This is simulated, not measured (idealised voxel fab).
This is a process module. Its name is voxel gate over fins.
Pictured: cross-section cut, 245 nm wide, on a grid of 5 nm square cells.
Each cross-section below is a grid of square cells, stated as bands in top-down order, with one or more rows of cells making up each band.
Top, bottom (nm), then materials left to right with widths (nm); lone material tagged "everywhere" fills the whole band edge to edge; "air" = empty space.
The reference from which all heights are counted is 0, the level beneath which the as-received wafer is entirely one material; the lowest band, having no lower bound, proceeds downward and is written after the example "0 -> down".
A width such as "30..40" changes by the same amount from each row of cells to the next, from the band's top row to its bottom row.
The cross-section has no changed cell in any step marked "same as before".
Closed-off voids of 8+ cells (no open route to the top) go in "Sealed voids", written width x height at distance from the left edge, in nm.
That trailing text on a step's line, after the settings, is the simulator's own remark on the step.
What "overlay nm" on a step's line means: if the step has a mask, that mask lay this far to the right of its planned place, or, when the value is negative, to the left.
[This section lists the process steps that were planned]
1 RECEIVE (material Si)
2 CONFORMAL_DEP (material SiN; thk nm 10)
3 DIRECTIONAL_DEP (material aC; thk nm 10)
4 PATTERN (tone cover; mask id FINS; material resist; width nm 15; pitch nm 45; thk nm 30; overlay nm 0)
5 DIRECTIONAL_ETCH (etch materials aC; depth nm 10)
6 STRIP (etch materials resist)
7 DIRECTIONAL_ETCH (etch materials SiN; depth nm 10)
8 DIRECTIONAL_ETCH (etch materials Si; depth nm 30)
9 STRIP (etch materials aC)
10 FILL_DEP (material SiO2; thk nm 10)
11 CMP (height nm 10)
12 SELECTIVE_ETCH (etch materials SiO2; depth nm 20)
13 STRIP (etch materials SiN)
14 CONFORMAL_DEP (material HfO2; thk nm 5)
15 CONFORMAL_DEP (material TiN; thk nm 5)
16 FILL_DEP (material W; thk nm 10)
17 CMP (height nm 15)
18 CONFORMAL_DEP (material SiCN; thk nm 5)
[Delivered wafer in cross-section: state after step 1]
* 0 -> down: Si everywhere
* Sealed voids: none
[End-of-module cross-section. Starting structure and process plan as above; one mistake made in running it]
* 20 -> 15: SiCN everywhere
* 15 -> 10: W: 70  TiN: 5  HfO2: 90  TiN: 5  W: 75
* 10 -> 5: TiN: 75  HfO2: 90  TiN: 80
* 5 -> 0: HfO2 everywhere
* 0 -> -10: HfO2: 90  Si: 15  HfO2: 30  Si: 15  HfO2: 95
* -10 -> -30: SiO2: 90  Si: 15  SiO2: 30  Si: 15  SiO2: 95
* -30 -> down: Si everywhere
* Sealed voids: none
What was the processing mistake? step 14 was processed under conditions differing from the plan, specifically as CONFORMAL_DEP (material HfO2; thk nm 15)
